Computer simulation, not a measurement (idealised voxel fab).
Process module name: voxel wiring stack
The figure presents cross-section cut, which has a width of 220 nm and is divided into square cells with an edge length of 5 nm.
Cross-sections here: square-cell grids, written as top-down lists of bands, a band being one or more rows of cells. Band entry format. Leading values: height of top, height of bottom, nm. Remainder: materials in left-to-right order, each with its width in nm. Special words: "full width" on a single material, which then fills the band edge to edge; "blank", empty space. Counting heights begins at 0, where everything beneath is, in the wafer as received, one material. The lowest band has no bottom; it goes on downwards, as "0 nm and below" shows. Width spec "30 to 40" -> top row of cells at first value, bottom row at second value, equal per-row change in between. Where a step carries "no alteration", the cross-section came out of it unchanged, cell for cell. Look at "Enclosed internal voids" for the closed voids: empty spaces with no open path to the top, sized 8 cells or up. Each is width x height at distance, distance from the left edge, all nm. Formally, on a step line, whatever follows the settings is a remark that the simulator itself makes on the step. overlay nm, on a step with a mask: how far to the right of its planned place the mask lay; to the left if negative.
The planned process steps are enumerated hereunder
step 1: RECEIVE,material Si
step 2: CONFORMAL_DEP,material SiO2,thk nm 15
step 3: CONFORMAL_DEP,material SiCN,thk nm 5
step 4: DIRECTIONAL_DEP,material lowk,thk nm 15
step 5: PATTERN,tone open,mask id METAL_1,material resist,width nm 25,pitch nm 45,thk nm 15,overlay nm 0
step 6: DIRECTIONAL_ETCH,etch materials lowk,depth nm 15
step 7: DIRECTIONAL_ETCH,etch materials SiCN,depth nm 5
step 8: STRIP,etch materials resist
step 9: CONFORMAL_DEP,material TiN,thk nm 5
step 10: FILL_DEP,material Cu,thk nm 10
step 11: CMP,height nm 35
step 12: EPI,material Ru,thk nm 5
step 13: FILL_DEP,material SiCN,thk nm 5
step 14: DIRECTIONAL_DEP,material lowk,thk nm 20
step 15: PATTERN,tone open,mask id PLUG_1,material resist,width nm 15,thk nm 20,overlay nm 0
step 16: DIRECTIONAL_ETCH,etch materials lowk,depth nm 20
step 17: DIRECTIONAL_ETCH,etch materials SiCN,depth nm 5
step 18: STRIP,etch materials resist
step 19: CONFORMAL_DEP,material TiN,thk nm 5
step 20: FILL_DEP,material Cu,thk nm 10
step 21: CMP,height nm 65
step 22: CONFORMAL_DEP,material SiCN,thk nm 5
step 23: DIRECTIONAL_DEP,material lowk,thk nm 20
step 24: PATTERN,tone open,mask id METAL_2,material resist,width nm 25,pitch nm 45,thk nm 15,overlay nm 0
step 25: DIRECTIONAL_ETCH,etch materials lowk,depth nm 20
step 26: DIRECTIONAL_ETCH,etch materials SiCN,depth nm 5
step 27: STRIP,etch materials resist
step 28: CONFORMAL_DEP,material TiN,thk nm 5
step 29: FILL_DEP,material Cu,thk nm 5
step 30: CMP,height nm 90
step 31: EPI,material Ru,thk nm 5
step 32: FILL_DEP,material SiCN,thk nm 5
step 33: DIRECTIONAL_DEP,material SiO2,thk nm 30
step 34: PATTERN,tone open,mask id METAL_3_HOLES,material resist,width nm 15,thk nm 20,overlay nm 0
step 35: DIRECTIONAL_ETCH,etch materials SiO2,depth nm 30
step 36: STRIP,etch materials resist
step 37: PATTERN,tone open,mask id METAL_3,material resist,width nm 25,pitch nm 45,thk nm 20,overlay nm 0
step 38: DIRECTIONAL_ETCH,etch materials SiO2,depth nm 15
step 39: DIRECTIONAL_ETCH,etch materials SiCN,depth nm 5
step 40: STRIP,etch materials resist
step 41: CONFORMAL_DEP,material TiN,thk nm 5
step 42: FILL_DEP,material Cu,thk nm 10
step 43: CMP,height nm 130
step 44: CONFORMAL_DEP,material SiCN,thk nm 5
step 45: DIRECTIONAL_DEP,material lowk,thk nm 30
step 46: PATTERN,tone open,mask id METAL_4,material resist,width nm 25,pitch nm 45,thk nm 15,overlay nm 0
step 47: DIRECTIONAL_ETCH,etch materials lowk,depth nm 15
step 48: STRIP,etch materials resist
step 49: PATTERN,tone open,mask id METAL_4_HOLES,material resist,width nm 15,pitch nm 45,thk nm 15,overlay nm 0
step 50: DIRECTIONAL_ETCH,etch materials lowk,depth nm 15
step 51: DIRECTIONAL_ETCH,etch materials SiCN,depth nm 5
step 52: STRIP,etch materials resist
step 53: CONFORMAL_DEP,material TiN,thk nm 5
step 54: FILL_DEP,material Cu,thk nm 5
step 55: CMP,height nm 165
step 56: CONFORMAL_DEP,material SiCN,thk nm 5
The first wafer of two, processed as planned
Shown in cross-section is the wafer as received, that is, as it stands after step 1
	0 nm and below  Si full width
	Enclosed internal voids: none
How the wafer stands in section after step 2
	15 nm to 0 nm  SiO2 full width
	Unchanged below 0.
How the wafer stands in section after step 3
	20 nm to 15 nm  SiCN full width
	Unchanged below 15.
How the wafer stands in section after step 4
	35 nm to 20 nm  lowk full width
	Unchanged below 20.
How the wafer stands in section after step 5
	50 nm to 35 nm  resist (75), blank (25), resist (20), blank (25), resist (75)
	Unchanged below 35.
How the wafer stands in section after step 6
	50 nm to 35 nm  resist (75), blank (25), resist (20), blank (25), resist (75)
	35 nm to 20 nm  lowk (75), blank (25), lowk (20), blank (25), lowk (75)
	Unchanged below 20.
How the wafer stands in section after step 7
	50 nm to 35 nm  resist (75), blank (25), resist (20), blank (25), resist (75)
	35 nm to 20 nm  lowk (75), blank (25), lowk (20), blank (25), lowk (75)
	20 nm to 15 nm  SiCN (75), blank (25), SiCN (20), blank (25), SiCN (75)
	Unchanged below 15.
How the wafer stands in section after step 8
	35 nm to 20 nm  lowk (75), blank (25), lowk (20), blank (25), lowk (75)
	Unchanged below 20.
How the wafer stands in section after step 9
	40 nm to 35 nm  TiN (80), blank (15), TiN (30), blank (15), TiN (80)
	35 nm to 20 nm  lowk (75), TiN (5), blank (15), TiN (5), lowk (20), TiN (5), blank (15), TiN (5), lowk (75)
	20 nm to 15 nm  SiCN (75), TiN (25), SiCN (20), TiN (25), SiCN (75)
	Unchanged below 15.
How the wafer stands in section after step 10
	50 nm to 40 nm  Cu full width
	40 nm to 35 nm  TiN (80), Cu (15), TiN (30), Cu (15), TiN (80)
	35 nm to 20 nm  lowk (75), TiN (5), Cu (15), TiN (5), lowk (20), TiN (5), Cu (15), TiN (5), lowk (75)
	Unchanged below 20.
How the wafer stands in section after step 11
	35 nm to 20 nm  lowk (75), TiN (5), Cu (15), TiN (5), lowk (20), TiN (5), Cu (15), TiN (5), lowk (75)
	Unchanged below 20.
How the wafer stands in section after step 12
	40 nm to 35 nm  blank (70), Ru (35), blank (10), Ru (35), blank (70)
	Unchanged below 35.
How the wafer stands in section after step 13
	45 nm to 40 nm  SiCN full width
	40 nm to 35 nm  SiCN (70), Ru (35), SiCN (10), Ru (35), SiCN (70)
	Unchanged below 35.
How the wafer stands in section after step 14
	65 nm to 45 nm  lowk full width
	Unchanged below 45.
How the wafer stands in section after step 15
	85 nm to 65 nm  resist (75), blank (15), resist (130)
	Unchanged below 65.
How the wafer stands in section after step 16
	85 nm to 65 nm  resist (75), blank (15), resist (130)
	65 nm to 45 nm  lowk (75), blank (15), lowk (130)
	Unchanged below 45.
How the wafer stands in section after step 17
	85 nm to 65 nm  resist (75), blank (15), resist (130)
	65 nm to 45 nm  lowk (75), blank (15), lowk (130)
	45 nm to 40 nm  SiCN (75), blank (15), SiCN (130)
	Unchanged below 40.
How the wafer stands in section after step 18
	65 nm to 45 nm  lowk (75), blank (15), lowk (130)
	Unchanged below 45.
How the wafer stands in section after step 19
	70 nm to 65 nm  TiN (80), blank (5), TiN (135)
	65 nm to 45 nm  lowk (75), TiN (5), blank (5), TiN (5), lowk (130)
	45 nm to 40 nm  SiCN (75), TiN (15), SiCN (130)
	Unchanged below 40.
How the wafer stands in section after step 20
	80 nm to 70 nm  Cu full width
	70 nm to 65 nm  TiN (80), Cu (5), TiN (135)
	65 nm to 45 nm  lowk (75), TiN (5), Cu (5), TiN (5), lowk (130)
	Unchanged below 45.
How the wafer stands in section after step 21
	65 nm to 45 nm  lowk (75), TiN (5), Cu (5), TiN (5), lowk (130)
	Unchanged below 45.
How the wafer stands in section after step 22
	70 nm to 65 nm  SiCN full width
	Unchanged below 65.
How the wafer stands in section after step 23
	90 nm to 70 nm  lowk full width
	Unchanged below 70.
How the wafer stands in section after step 24
	105 nm to 90 nm  resist (75), blank (25), resist (20), blank (25), resist (75)
	Unchanged below 90.
How the wafer stands in section after step 25
	105 nm to 90 nm  resist (75), blank (25), resist (20), blank (25), resist (75)
	90 nm to 70 nm  lowk (75), blank (25), lowk (20), blank (25), lowk (75)
	Unchanged below 70.
How the wafer stands in section after step 26
	105 nm to 90 nm  resist (75), blank (25), resist (20), blank (25), resist (75)
	90 nm to 70 nm  lowk (75), blank (25), lowk (20), blank (25), lowk (75)
	70 nm to 65 nm  SiCN (75), blank (25), SiCN (20), blank (25), SiCN (75)
	Unchanged below 65.
How the wafer stands in section after step 27
	90 nm to 70 nm  lowk (75), blank (25), lowk (20), blank (25), lowk (75)
	Unchanged below 70.
How the wafer stands in section after step 28
	95 nm to 90 nm  TiN (80), blank (15), TiN (30), blank (15), TiN (80)
	90 nm to 70 nm  lowk (75), TiN (5), blank (15), TiN (5), lowk (20), TiN (5), blank (15), TiN (5), lowk (75)
	70 nm to 65 nm  SiCN (75), TiN (25), SiCN (20), TiN (25), SiCN (75)
	Unchanged below 65.
How the wafer stands in section after step 29
	100 nm to 95 nm  Cu full width
	95 nm to 90 nm  TiN (80), Cu (15), TiN (30), Cu (15), TiN (80)
	90 nm to 70 nm  lowk (75), TiN (5), Cu (15), TiN (5), lowk (20), TiN (5), Cu (15), TiN (5), lowk (75)
	Unchanged below 70.
How the wafer stands in section after step 30
	90 nm to 70 nm  lowk (75), TiN (5), Cu (15), TiN (5), lowk (20), TiN (5), Cu (15), TiN (5), lowk (75)
	Unchanged below 70.
How the wafer stands in section after step 31
	95 nm to 90 nm  blank (70), Ru (35), blank (10), Ru (35), blank (70)
	Unchanged below 90.
How the wafer stands in section after step 32
	100 nm to 95 nm  SiCN full width
	95 nm to 90 nm  SiCN (70), Ru (35), SiCN (10), Ru (35), SiCN (70)
	Unchanged below 90.
How the wafer stands in section after step 33
	130 nm to 100 nm  SiO2 full width
	Unchanged below 100.
How the wafer stands in section after step 34
	150 nm to 130 nm  resist (75), blank (15), resist (130)
	Unchanged below 130.
How the wafer stands in section after step 35
	150 nm to 130 nm  resist (75), blank (15), resist (130)
	130 nm to 100 nm  SiO2 (75), blank (15), SiO2 (130)
	Unchanged below 100.
How the wafer stands in section after step 36
	130 nm to 100 nm  SiO2 (75), blank (15), SiO2 (130)
	Unchanged below 100.
How the wafer stands in section after step 37
	150 nm to 130 nm  resist (75), blank (25), resist (20), blank (25), resist (75)
	Unchanged below 130.
How the wafer stands in section after step 38
	150 nm to 130 nm  resist (75), blank (25), resist (20), blank (25), resist (75)
	130 nm to 115 nm  SiO2 (75), blank (25), SiO2 (20), blank (25), SiO2 (75)
	Unchanged below 115.
How the wafer stands in section after step 39
	150 nm to 130 nm  resist (75), blank (25), resist (20), blank (25), resist (75)
	130 nm to 115 nm  SiO2 (75), blank (25), SiO2 (20), blank (25), SiO2 (75)
	115 nm to 100 nm  SiO2 (75), blank (15), SiO2 (130)
	100 nm to 95 nm  SiCN (75), blank (15), SiCN (130)
	Unchanged below 95.
How the wafer stands in section after step 40
	130 nm to 115 nm  SiO2 (75), blank (25), SiO2 (20), blank (25), SiO2 (75)
	Unchanged below 115.
How the wafer stands in section after step 41
	135 nm to 130 nm  TiN (80), blank (15), TiN (30), blank (15), TiN (80)
	130 nm to 120 nm  SiO2 (75), TiN (5), blank (15), TiN (5), SiO2 (20), TiN (5), blank (15), TiN (5), SiO2 (75)
	120 nm to 115 nm  SiO2 (75), TiN (5), blank (5), TiN (15), SiO2 (20), TiN (25), SiO2 (75)
	115 nm to 100 nm  SiO2 (75), TiN (5), blank (5), TiN (5), SiO2 (130)
	100 nm to 95 nm  SiCN (75), TiN (15), SiCN (130)
	Unchanged below 95.
How the wafer stands in section after step 42
	145 nm to 135 nm  Cu full width
	135 nm to 130 nm  TiN (80), Cu (15), TiN (30), Cu (15), TiN (80)
	130 nm to 120 nm  SiO2 (75), TiN (5), Cu (15), TiN (5), SiO2 (20), TiN (5), Cu (15), TiN (5), SiO2 (75)
	120 nm to 115 nm  SiO2 (75), TiN (5), Cu (5), TiN (15), SiO2 (20), TiN (25), SiO2 (75)
	115 nm to 100 nm  SiO2 (75), TiN (5), Cu (5), TiN (5), SiO2 (130)
	Unchanged below 100.
How the wafer stands in section after step 43
	130 nm to 120 nm  SiO2 (75), TiN (5), Cu (15), TiN (5), SiO2 (20), TiN (5), Cu (15), TiN (5), SiO2 (75)
	Unchanged below 120.
How the wafer stands in section after step 44
	135 nm to 130 nm  SiCN full width
	Unchanged below 130.
How the wafer stands in section after step 45
	165 nm to 135 nm  lowk full width
	Unchanged below 135.
How the wafer stands in section after step 46
	180 nm to 165 nm  resist (75), blank (25), resist (20), blank (25), resist (75)
	Unchanged below 165.
How the wafer stands in section after step 47
	180 nm to 165 nm  resist (75), blank (25), resist (20), blank (25), resist (75)
	165 nm to 150 nm  lowk (75), blank (25), lowk (20), blank (25), lowk (75)
	Unchanged below 150.
How the wafer stands in section after step 48
	165 nm to 150 nm  lowk (75), blank (25), lowk (20), blank (25), lowk (75)
	Unchanged below 150.
How the wafer stands in section after step 49
	180 nm to 165 nm  resist (75), blank (15), resist (30), blank (15), resist (85)
	165 nm to 150 nm  lowk (75), blank (15), resist (10), lowk (20), blank (15), resist (10), lowk (75)
	Unchanged below 150.
How the wafer stands in section after step 50
	180 nm to 165 nm  resist (75), blank (15), resist (30), blank (15), resist (85)
	165 nm to 150 nm  lowk (75), blank (15), resist (10), lowk (20), blank (15), resist (10), lowk (75)
	150 nm to 135 nm  lowk (75), blank (15), lowk (30), blank (15), lowk (85)
	Unchanged below 135.
How the wafer stands in section after step 51
	180 nm to 165 nm  resist (75), blank (15), resist (30), blank (15), resist (85)
	165 nm to 150 nm  lowk (75), blank (15), resist (10), lowk (20), blank (15), resist (10), lowk (75)
	150 nm to 135 nm  lowk (75), blank (15), lowk (30), blank (15), lowk (85)
	135 nm to 130 nm  SiCN (75), blank (15), SiCN (30), blank (15), SiCN (85)
	Unchanged below 130.
How the wafer stands in section after step 52
	165 nm to 150 nm  lowk (75), blank (25), lowk (20), blank (25), lowk (75)
	Unchanged below 150.
How the wafer stands in section after step 53
	170 nm to 165 nm  TiN (80), blank (15), TiN (30), blank (15), TiN (80)
	165 nm to 155 nm  lowk (75), TiN (5), blank (15), TiN (5), lowk (20), TiN (5), blank (15), TiN (5), lowk (75)
	155 nm to 150 nm  lowk (75), TiN (5), blank (5), TiN (15), lowk (20), TiN (5), blank (5), TiN (15), lowk (75)
	150 nm to 135 nm  lowk (75), TiN (5), blank (5), TiN (5), lowk (30), TiN (5), blank (5), TiN (5), lowk (85)
	135 nm to 130 nm  SiCN (75), TiN (15), SiCN (30), TiN (15), SiCN (85)
	Unchanged below 130.
How the wafer stands in section after step 54
	175 nm to 170 nm  Cu full width
	170 nm to 165 nm  TiN (80), Cu (15), TiN (30), Cu (15), TiN (80)
	165 nm to 155 nm  lowk (75), TiN (5), Cu (15), TiN (5), lowk (20), TiN (5), Cu (15), TiN (5), lowk (75)
	155 nm to 150 nm  lowk (75), TiN (5), Cu (5), TiN (15), lowk (20), TiN (5), Cu (5), TiN (15), lowk (75)
	150 nm to 135 nm  lowk (75), TiN (5), Cu (5), TiN (5), lowk (30), TiN (5), Cu (5), TiN (5), lowk (85)
	Unchanged below 135.
How the wafer stands in section after step 55
	165 nm to 155 nm  lowk (75), TiN (5), Cu (15), TiN (5), lowk (20), TiN (5), Cu (15), TiN (5), lowk (75)
	Unchanged below 155.
How the wafer stands in section after step 56
	170 nm to 165 nm  SiCN full width
	Unchanged below 165.
The second wafer: identical to the first at the outset and in its planned sequence, differing only in that one mistake was made during processing; up to and including step 4, its path is the first wafer's path
Second wafer: cross-section at the scheduled end of step 5
	50 nm to 35 nm  resist (80), blank (15), resist (30), blank (15), resist (80)
	Unchanged below 35.
Second wafer: cross-section at the scheduled end of step 6
	50 nm to 35 nm  resist (80), blank (15), resist (30), blank (15), resist (80)
	35 nm to 20 nm  lowk (80), blank (15), lowk (30), blank (15), lowk (80)
	Unchanged below 20.
Second wafer: cross-section at the scheduled end of step 7
	50 nm to 35 nm  resist (80), blank (15), resist (30), blank (15), resist (80)
	35 nm to 20 nm  lowk (80), blank (15), lowk (30), blank (15), lowk (80)
	20 nm to 15 nm  SiCN (80), blank (15), SiCN (30), blank (15), SiCN (80)
	Unchanged below 15.
Second wafer: cross-section at the scheduled end of step 8
	35 nm to 20 nm  lowk (80), blank (15), lowk (30), blank (15), lowk (80)
	Unchanged below 20.
Second wafer: cross-section at the scheduled end of step 9
	40 nm to 35 nm  TiN (85), blank (5), TiN (40), blank (5), TiN (85)
	35 nm to 20 nm  lowk (80), TiN (5), blank (5), TiN (5), lowk (30), TiN (5), blank (5), TiN (5), lowk (80)
	20 nm to 15 nm  SiCN (80), TiN (15), SiCN (30), TiN (15), SiCN (80)
	Unchanged below 15.
Second wafer: cross-section at the scheduled end of step 10
	50 nm to 40 nm  Cu full width
	40 nm to 35 nm  TiN (85), Cu (5), TiN (40), Cu (5), TiN (85)
	35 nm to 20 nm  lowk (80), TiN (5), Cu (5), TiN (5), lowk (30), TiN (5), Cu (5), TiN (5), lowk (80)
	Unchanged below 20.
Second wafer: cross-section at the scheduled end of step 11
	35 nm to 20 nm  lowk (80), TiN (5), Cu (5), TiN (5), lowk (30), TiN (5), Cu (5), TiN (5), lowk (80)
	Unchanged below 20.
Second wafer: cross-section at the scheduled end of step 12
	40 nm to 35 nm  blank (75), Ru (25), blank (20), Ru (25), blank (75)
	Unchanged below 35.
Second wafer: cross-section at the scheduled end of step 13
	45 nm to 40 nm  SiCN full width
	40 nm to 35 nm  SiCN (75), Ru (25), SiCN (20), Ru (25), SiCN (75)
	Unchanged below 35.
Second wafer: cross-section at the scheduled end of step 14
	65 nm to 45 nm  lowk full width
	Unchanged below 45.
Second wafer: cross-section at the scheduled end of step 15
	85 nm to 65 nm  resist (75), blank (15), resist (130)
	Unchanged below 65.
Second wafer: cross-section at the scheduled end of step 16
	85 nm to 65 nm  resist (75), blank (15), resist (130)
	65 nm to 45 nm  lowk (75), blank (15), lowk (130)
	Unchanged below 45.
Second wafer: cross-section at the scheduled end of step 17
	85 nm to 65 nm  resist (75), blank (15), resist (130)
	65 nm to 45 nm  lowk (75), blank (15), lowk (130)
	45 nm to 40 nm  SiCN (75), blank (15), SiCN (130)
	Unchanged below 40.
Second wafer: cross-section at the scheduled end of step 18
	65 nm to 45 nm  lowk (75), blank (15), lowk (130)
	Unchanged below 45.
Second wafer: cross-section at the scheduled end of step 19
	70 nm to 65 nm  TiN (80), blank (5), TiN (135)
	65 nm to 45 nm  lowk (75), TiN (5), blank (5), TiN (5), lowk (130)
	45 nm to 40 nm  SiCN (75), TiN (15), SiCN (130)
	Unchanged below 40.
Second wafer: cross-section at the scheduled end of step 20
	80 nm to 70 nm  Cu full width
	70 nm to 65 nm  TiN (80), Cu (5), TiN (135)
	65 nm to 45 nm  lowk (75), TiN (5), Cu (5), TiN (5), lowk (130)
	Unchanged below 45.
Second wafer: cross-section at the scheduled end of step 21
	65 nm to 45 nm  lowk (75), TiN (5), Cu (5), TiN (5), lowk (130)
	Unchanged below 45.
Second wafer: cross-section at the scheduled end of step 22
	70 nm to 65 nm  SiCN full width
	Unchanged below 65.
Second wafer: cross-section at the scheduled end of step 23
	90 nm to 70 nm  lowk full width
	Unchanged below 70.
Second wafer: cross-section at the scheduled end of step 24
	105 nm to 90 nm  resist (75), blank (25), resist (20), blank (25), resist (75)
	Unchanged below 90.
Second wafer: cross-section at the scheduled end of step 25
	105 nm to 90 nm  resist (75), blank (25), resist (20), blank (25), resist (75)
	90 nm to 70 nm  lowk (75), blank (25), lowk (20), blank (25), lowk (75)
	Unchanged below 70.
Second wafer: cross-section at the scheduled end of step 26
	105 nm to 90 nm  resist (75), blank (25), resist (20), blank (25), resist (75)
	90 nm to 70 nm  lowk (75), blank (25), lowk (20), blank (25), lowk (75)
	70 nm to 65 nm  SiCN (75), blank (25), SiCN (20), blank (25), SiCN (75)
	Unchanged below 65.
Second wafer: cross-section at the scheduled end of step 27
	90 nm to 70 nm  lowk (75), blank (25), lowk (20), blank (25), lowk (75)
	Unchanged below 70.
Second wafer: cross-section at the scheduled end of step 28
	95 nm to 90 nm  TiN (80), blank (15), TiN (30), blank (15), TiN (80)
	90 nm to 70 nm  lowk (75), TiN (5), blank (15), TiN (5), lowk (20), TiN (5), blank (15), TiN (5), lowk (75)
	70 nm to 65 nm  SiCN (75), TiN (25), SiCN (20), TiN (25), SiCN (75)
	Unchanged below 65.
Second wafer: cross-section at the scheduled end of step 29
	100 nm to 95 nm  Cu full width
	95 nm to 90 nm  TiN (80), Cu (15), TiN (30), Cu (15), TiN (80)
	90 nm to 70 nm  lowk (75), TiN (5), Cu (15), TiN (5), lowk (20), TiN (5), Cu (15), TiN (5), lowk (75)
	Unchanged below 70.
Second wafer: cross-section at the scheduled end of step 30
	90 nm to 70 nm  lowk (75), TiN (5), Cu (15), TiN (5), lowk (20), TiN (5), Cu (15), TiN (5), lowk (75)
	Unchanged below 70.
Second wafer: cross-section at the scheduled end of step 31
	95 nm to 90 nm  blank (70), Ru (35), blank (10), Ru (35), blank (70)
	Unchanged below 90.
Second wafer: cross-section at the scheduled end of step 32
	100 nm to 95 nm  SiCN full width
	95 nm to 90 nm  SiCN (70), Ru (35), SiCN (10), Ru (35), SiCN (70)
	Unchanged below 90.
Second wafer: cross-section at the scheduled end of step 33
	130 nm to 100 nm  SiO2 full width
	Unchanged below 100.
Second wafer: cross-section at the scheduled end of step 34
	150 nm to 130 nm  resist (75), blank (15), resist (130)
	Unchanged below 130.
Second wafer: cross-section at the scheduled end of step 35
	150 nm to 130 nm  resist (75), blank (15), resist (130)
	130 nm to 100 nm  SiO2 (75), blank (15), SiO2 (130)
	Unchanged below 100.
Second wafer: cross-section at the scheduled end of step 36
	130 nm to 100 nm  SiO2 (75), blank (15), SiO2 (130)
	Unchanged below 100.
Second wafer: cross-section at the scheduled end of step 37
	150 nm to 130 nm  resist (75), blank (25), resist (20), blank (25), resist (75)
	Unchanged below 130.
Second wafer: cross-section at the scheduled end of step 38
	150 nm to 130 nm  resist (75), blank (25), resist (20), blank (25), resist (75)
	130 nm to 115 nm  SiO2 (75), blank (25), SiO2 (20), blank (25), SiO2 (75)
	Unchanged below 115.
Second wafer: cross-section at the scheduled end of step 39
	150 nm to 130 nm  resist (75), blank (25), resist (20), blank (25), resist (75)
	130 nm to 115 nm  SiO2 (75), blank (25), SiO2 (20), blank (25), SiO2 (75)
	115 nm to 100 nm  SiO2 (75), blank (15), SiO2 (130)
	100 nm to 95 nm  SiCN (75), blank (15), SiCN (130)
	Unchanged below 95.
Second wafer: cross-section at the scheduled end of step 40
	130 nm to 115 nm  SiO2 (75), blank (25), SiO2 (20), blank (25), SiO2 (75)
	Unchanged below 115.
Second wafer: cross-section at the scheduled end of step 41
	135 nm to 130 nm  TiN (80), blank (15), TiN (30), blank (15), TiN (80)
	130 nm to 120 nm  SiO2 (75), TiN (5), blank (15), TiN (5), SiO2 (20), TiN (5), blank (15), TiN (5), SiO2 (75)
	120 nm to 115 nm  SiO2 (75), TiN (5), blank (5), TiN (15), SiO2 (20), TiN (25), SiO2 (75)
	115 nm to 100 nm  SiO2 (75), TiN (5), blank (5), TiN (5), SiO2 (130)
	100 nm to 95 nm  SiCN (75), TiN (15), SiCN (130)
	Unchanged below 95.
Second wafer: cross-section at the scheduled end of step 42
	145 nm to 135 nm  Cu full width
	135 nm to 130 nm  TiN (80), Cu (15), TiN (30), Cu (15), TiN (80)
	130 nm to 120 nm  SiO2 (75), TiN (5), Cu (15), TiN (5), SiO2 (20), TiN (5), Cu (15), TiN (5), SiO2 (75)
	120 nm to 115 nm  SiO2 (75), TiN (5), Cu (5), TiN (15), SiO2 (20), TiN (25), SiO2 (75)
	115 nm to 100 nm  SiO2 (75), TiN (5), Cu (5), TiN (5), SiO2 (130)
	Unchanged below 100.
Second wafer: cross-section at the scheduled end of step 43
	130 nm to 120 nm  SiO2 (75), TiN (5), Cu (15), TiN (5), SiO2 (20), TiN (5), Cu (15), TiN (5), SiO2 (75)
	Unchanged below 120.
Second wafer: cross-section at the scheduled end of step 44
	135 nm to 130 nm  SiCN full width
	Unchanged below 130.
Second wafer: cross-section at the scheduled end of step 45
	165 nm to 135 nm  lowk full width
	Unchanged below 135.
Second wafer: cross-section at the scheduled end of step 46
	180 nm to 165 nm  resist (75), blank (25), resist (20), blank (25), resist (75)
	Unchanged below 165.
Second wafer: cross-section at the scheduled end of step 47
	180 nm to 165 nm  resist (75), blank (25), resist (20), blank (25), resist (75)
	165 nm to 150 nm  lowk (75), blank (25), lowk (20), blank (25), lowk (75)
	Unchanged below 150.
Second wafer: cross-section at the scheduled end of step 48
	165 nm to 150 nm  lowk (75), blank (25), lowk (20), blank (25), lowk (75)
	Unchanged below 150.
Second wafer: cross-section at the scheduled end of step 49
	180 nm to 165 nm  resist (75), blank (15), resist (30), blank (15), resist (85)
	165 nm to 150 nm  lowk (75), blank (15), resist (10), lowk (20), blank (15), resist (10), lowk (75)
	Unchanged below 150.
Second wafer: cross-section at the scheduled end of step 50
	180 nm to 165 nm  resist (75), blank (15), resist (30), blank (15), resist (85)
	165 nm to 150 nm  lowk (75), blank (15), resist (10), lowk (20), blank (15), resist (10), lowk (75)
	150 nm to 135 nm  lowk (75), blank (15), lowk (30), blank (15), lowk (85)
	Unchanged below 135.
Second wafer: cross-section at the scheduled end of step 51
	180 nm to 165 nm  resist (75), blank (15), resist (30), blank (15), resist (85)
	165 nm to 150 nm  lowk (75), blank (15), resist (10), lowk (20), blank (15), resist (10), lowk (75)
	150 nm to 135 nm  lowk (75), blank (15), lowk (30), blank (15), lowk (85)
	135 nm to 130 nm  SiCN (75), blank (15), SiCN (30), blank (15), SiCN (85)
	Unchanged below 130.
Second wafer: cross-section at the scheduled end of step 52
	165 nm to 150 nm  lowk (75), blank (25), lowk (20), blank (25), lowk (75)
	Unchanged below 150.
Second wafer: cross-section at the scheduled end of step 53
	170 nm to 165 nm  TiN (80), blank (15), TiN (30), blank (15), TiN (80)
	165 nm to 155 nm  lowk (75), TiN (5), blank (15), TiN (5), lowk (20), TiN (5), blank (15), TiN (5), lowk (75)
	155 nm to 150 nm  lowk (75), TiN (5), blank (5), TiN (15), lowk (20), TiN (5), blank (5), TiN (15), lowk (75)
	150 nm to 135 nm  lowk (75), TiN (5), blank (5), TiN (5), lowk (30), TiN (5), blank (5), TiN (5), lowk (85)
	135 nm to 130 nm  SiCN (75), TiN (15), SiCN (30), TiN (15), SiCN (85)
	Unchanged below 130.
Second wafer: cross-section at the scheduled end of step 54
	175 nm to 170 nm  Cu full width
	170 nm to 165 nm  TiN (80), Cu (15), TiN (30), Cu (15), TiN (80)
	165 nm to 155 nm  lowk (75), TiN (5), Cu (15), TiN (5), lowk (20), TiN (5), Cu (15), TiN (5), lowk (75)
	155 nm to 150 nm  lowk (75), TiN (5), Cu (5), TiN (15), lowk (20), TiN (5), Cu (5), TiN (15), lowk (75)
	150 nm to 135 nm  lowk (75), TiN (5), Cu (5), TiN (5), lowk (30), TiN (5), Cu (5), TiN (5), lowk (85)
	Unchanged below 135.
Second wafer: cross-section at the scheduled end of step 55
	165 nm to 155 nm  lowk (75), TiN (5), Cu (15), TiN (5), lowk (20), TiN (5), Cu (15), TiN (5), lowk (75)
	Unchanged below 155.
Second wafer: cross-section at the scheduled end of step 56
	170 nm to 165 nm  SiCN full width
	Unchanged below 165.
Nonconformance to the process plan: for step 5, the planned setting was not used; the step was instead run as PATTERN,tone open,mask id METAL_1,material resist,width nm 15,pitch nm 45,thk nm 15,overlay nm 0
End of process, cell counts, second wafer against first, materials with more or fewer: 12 fewer of Cu | 4 fewer of Ru | 8 more of SiCN | 4 fewer of TiN | 12 more of lowk
